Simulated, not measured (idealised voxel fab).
The following process module bears the name voxel capacitor over wiring.
Square cells of 5 nm make up the cross-section cut, whose width is 205 nm.
In what follows, cross-sections appear as grids of square cells, described through bands that run from the top down, where every band is one or more rows of cells.
The entry gives the band's vertical extent as a top height and a bottom height in nm, then its horizontal make-up as materials from left to right, each with a width in nm. "empty" stands for empty space; a single material marked "everywhere" fills the band edge to edge.
Heights are expressed relative to 0, this being the level below which the as-received wafer comprises one material exclusively. The lowest band is unbounded in the downward direction and is denoted as in "0 and below".
Width "30->40": first value at the band's top row of cells, second value at its bottom row, equal change from row to row.
Any step labelled "all unchanged" changed none of the cells in the cross-section.
Heads up: "Voids, enclosed" only lists the empty pockets with no open path to the top that are 8 cells or more, and it writes them as width x height at distance, distance from the left edge, in nm.
Post-settings text on a step line: simulator's own remark regarding the step.
overlay nm: for a step with a mask, the amount by which the mask lay right of where it was planned; a negative amount means left of it.
Here's what the planned process steps look like:
| 1 | RECEIVE | material Si |
| 2 | CONFORMAL_DEP | material SiO2 | thk nm 10 |
| 3 | DIRECTIONAL_DEP | material TiN | thk nm 5 |
| 4 | DIRECTIONAL_DEP | material W | thk nm 15 |
| 5 | MASKED_ETCH | tone cover | mask id METAL_1 | width nm 25 | pitch nm 90 | etch materials W | depth nm 15 | overlay nm 0 |
| 6 | MASKED_ETCH | tone cover | mask id METAL_1 | width nm 25 | pitch nm 90 | etch materials TiN | depth nm 5 | overlay nm 0 |
| 7 | FILL_DEP | material lowk | thk nm 10 |
| 8 | CMP | height nm 30 |
| 9 | CONFORMAL_DEP | material SiCN | thk nm 5 |
| 10 | DIRECTIONAL_DEP | material SiO2 | thk nm 10 |
| 11 | DIRECTIONAL_DEP | material aC | thk nm 15 |
| 12 | PATTERN | tone open | mask id PLUG_1 | material resist | width nm 15 | thk nm 30 | overlay nm 0 |
| 13 | DIRECTIONAL_ETCH | etch materials aC | depth nm 15 |
| 14 | STRIP | etch materials resist |
| 15 | DIRECTIONAL_ETCH | etch materials SiO2 | depth nm 10 |
| 16 | DIRECTIONAL_ETCH | etch materials SiCN | depth nm 5 |
| 17 | STRIP | etch materials aC |
| 18 | EPI | material Ru | thk nm 10 |
| 19 | EPI | material Ru | thk nm 5 |
| 20 | DIRECTIONAL_DEP | material TiN | thk nm 10 |
| 21 | DIRECTIONAL_DEP | material SiN | thk nm 5 |
| 22 | DIRECTIONAL_DEP | material TiN | thk nm 5 |
| 23 | PATTERN | tone cover | mask id UPPER_PLATE | material resist | width nm 70 | thk nm 15 | overlay nm 0 |
| 24 | DIRECTIONAL_ETCH | etch materials TiN | depth nm 5 |
| 25 | DIRECTIONAL_ETCH | etch materials SiN | depth nm 5 |
| 26 | STRIP | etch materials resist |
| 27 | PATTERN | tone cover | mask id LOWER_PLATE | material resist | width nm 80 | thk nm 15 | overlay nm 0 |
| 28 | DIRECTIONAL_ETCH | etch materials TiN | depth nm 10 |
| 29 | STRIP | etch materials resist |
| 30 | FILL_DEP | material SiO2 | thk nm 15 |
| 31 | CMP | height nm 75 |
| 32 | MASKED_ETCH | tone open | mask id PLUG_2 | width nm 15 | etch materials SiO2 | depth nm 10 | overlay nm 0 |
| 33 | CONFORMAL_DEP | material TiN | thk nm 5 |
| 34 | FILL_DEP | material Cu | thk nm 5 |
| 35 | CMP | height nm 75 |
| 36 | CONFORMAL_DEP | material SiN | thk nm 5 |
This is the cross-section of the wafer as we received it, i.e. after step 1:
- 0 and below: Si everywhere
- Voids, enclosed: none
Final cross-section, module run with one mistake (start and plan as above):
- 80 down to 75: SiN everywhere
- 75 down to 70: Cu 60; TiN 5; SiO2 15; TiN 5; Cu 120
- 70 down to 65: TiN 65; SiO2 15; TiN 125
- 65 down to 60: SiO2 55; TiN 70; SiO2 80
- 60 down to 55: SiO2 55; SiN 70; SiO2 80
- 55 down to 45: SiO2 50; TiN 80; SiO2 75
- 45 down to 35: SiO2 55; Ru 15; SiO2 135
- 35 down to 30: SiCN 55; Ru 15; SiCN 135
- 30 down to 15: lowk 45; W 25; lowk 65; W 25; lowk 45
- 15 down to 10: lowk 45; TiN 25; lowk 65; TiN 25; lowk 45
- 10 down to 0: SiO2 everywhere
- 0 and below: Si everywhere
- Voids, enclosed: none
Deviation from plan: heads up, step 32 didn't go per plan, it actually ran as MASKED_ETCH | tone cover | mask id PLUG_2 | width nm 15 | etch materials SiO2 | depth nm 10 | overlay nm 0
